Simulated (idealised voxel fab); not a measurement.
process module | voxel plated lines
cross-section cut | 265 nm wide | cells 5 nm
A cross-section is a grid of square cells, given in bands from the top down. A band is one or more rows of cells.
Each band's line starts with the height of the band's top and of its bottom, in nm. Then come its materials from left to right, each with its width in nm. One material with "throughout" fills the band from edge to edge. "air" is empty space.
Height 0 is the level under which the wafer as received is all one material. The lowest band goes on downwards, as in "0 down".
A width such as "30 to 40" changes by the same amount from each row of cells to the next, from the band's top row to its bottom row.
"no change" after a step means that no cell of the cross-section changed.
closed voids: empty space of 8 cells or more with no open way to the top, each as width x height at its distance from the left edge, in nm
after a step's settings: what the simulator itself notes on the step
overlay nm, on a step with a mask: how far to the right of its planned place the mask lay; to the left if negative
plan
1 op RECEIVE | material Si
2 op CONFORMAL_DEP | material SiO2 | thk nm 5
3 op DIRECTIONAL_DEP | material TiN | thk nm 5
4 op PATTERN | tone open | mask id LINES | material resist | width nm 20 | pitch nm 45 | thk nm 25 | overlay nm 0
5 op EPI | material Ru | thk nm 5
6 op EPI | material Ru | thk nm 5
7 op STRIP | etch materials resist
8 op DIRECTIONAL_ETCH | etch materials TiN | depth nm 5
9 op CONFORMAL_DEP | material SiN | thk nm 5
first wafer, as planned
as received, after step 1
  0 down: Si throughout
  closed voids: none
after step 2
  5 to 0: SiO2 throughout
  below 0: unchanged
after step 3
  10 to 5: TiN throughout
  below 5: unchanged
after step 4
  35 to 10: resist 55 | air 20 | resist 25 | air 20 | resist 25 | air 20 | resist 25 | air 20 | resist 55
  below 10: unchanged
after step 5
  35 to 15: resist 55 | air 20 | resist 25 | air 20 | resist 25 | air 20 | resist 25 | air 20 | resist 55
  15 to 10: resist 55 | Ru 20 | resist 25 | Ru 20 | resist 25 | Ru 20 | resist 25 | Ru 20 | resist 55
  below 10: unchanged
after step 6
  35 to 20: resist 55 | air 20 | resist 25 | air 20 | resist 25 | air 20 | resist 25 | air 20 | resist 55
  20 to 10: resist 55 | Ru 20 | resist 25 | Ru 20 | resist 25 | Ru 20 | resist 25 | Ru 20 | resist 55
  below 10: unchanged
after step 7
  20 to 10: air 55 | Ru 20 | air 25 | Ru 20 | air 25 | Ru 20 | air 25 | Ru 20 | air 55
  below 10: unchanged
after step 8
  20 to 10: air 55 | Ru 20 | air 25 | Ru 20 | air 25 | Ru 20 | air 25 | Ru 20 | air 55
  10 to 5: air 55 | TiN 20 | air 25 | TiN 20 | air 25 | TiN 20 | air 25 | TiN 20 | air 55
  below 5: unchanged
after step 9
  25 to 20: air 50 | SiN 30 | air 15 | SiN 30 | air 15 | SiN 30 | air 15 | SiN 30 | air 50
  20 to 10: air 50 | SiN 5 | Ru 20 | SiN 5 | air 15 | SiN 5 | Ru 20 | SiN 5 | air 15 | SiN 5 | Ru 20 | SiN 5 | air 15 | SiN 5 | Ru 20 | SiN 5 | air 50
  10 to 5: SiN 55 | TiN 20 | SiN 25 | TiN 20 | SiN 25 | TiN 20 | SiN 25 | TiN 20 | SiN 55
  below 5: unchanged
second wafer: like start, like plan, one mistake. Through step 2 it matches the first wafer
when step 3 should have ended
  10 to 5: Ru throughout
  below 5: unchanged
when step 4 should have ended
  35 to 10: resist 55 | air 20 | resist 25 | air 20 | resist 25 | air 20 | resist 25 | air 20 | resist 55
  below 10: unchanged
when step 5 should have ended
  35 to 15: resist 55 | air 20 | resist 25 | air 20 | resist 25 | air 20 | resist 25 | air 20 | resist 55
  15 to 10: resist 55 | Ru 20 | resist 25 | Ru 20 | resist 25 | Ru 20 | resist 25 | Ru 20 | resist 55
  below 10: unchanged
when step 6 should have ended
  35 to 20: resist 55 | air 20 | resist 25 | air 20 | resist 25 | air 20 | resist 25 | air 20 | resist 55
  20 to 10: resist 55 | Ru 20 | resist 25 | Ru 20 | resist 25 | Ru 20 | resist 25 | Ru 20 | resist 55
  below 10: unchanged
when step 7 should have ended
  20 to 10: air 55 | Ru 20 | air 25 | Ru 20 | air 25 | Ru 20 | air 25 | Ru 20 | air 55
  below 10: unchanged
when step 8 should have ended: no change
when step 9 should have ended
  25 to 20: air 50 | SiN 30 | air 15 | SiN 30 | air 15 | SiN 30 | air 15 | SiN 30 | air 50
  20 to 15: air 50 | SiN 5 | Ru 20 | SiN 5 | air 15 | SiN 5 | Ru 20 | SiN 5 | air 15 | SiN 5 | Ru 20 | SiN 5 | air 15 | SiN 5 | Ru 20 | SiN 5 | air 50
  15 to 10: SiN 55 | Ru 20 | SiN 25 | Ru 20 | SiN 25 | Ru 20 | SiN 25 | Ru 20 | SiN 55
  below 10: unchanged
what went wrong: step 3 ran as: op DIRECTIONAL_DEP | material Ru | thk nm 5
at the end the second wafer has, in cells: 53 more of Ru | 8 fewer of SiN | 16 fewer of TiN
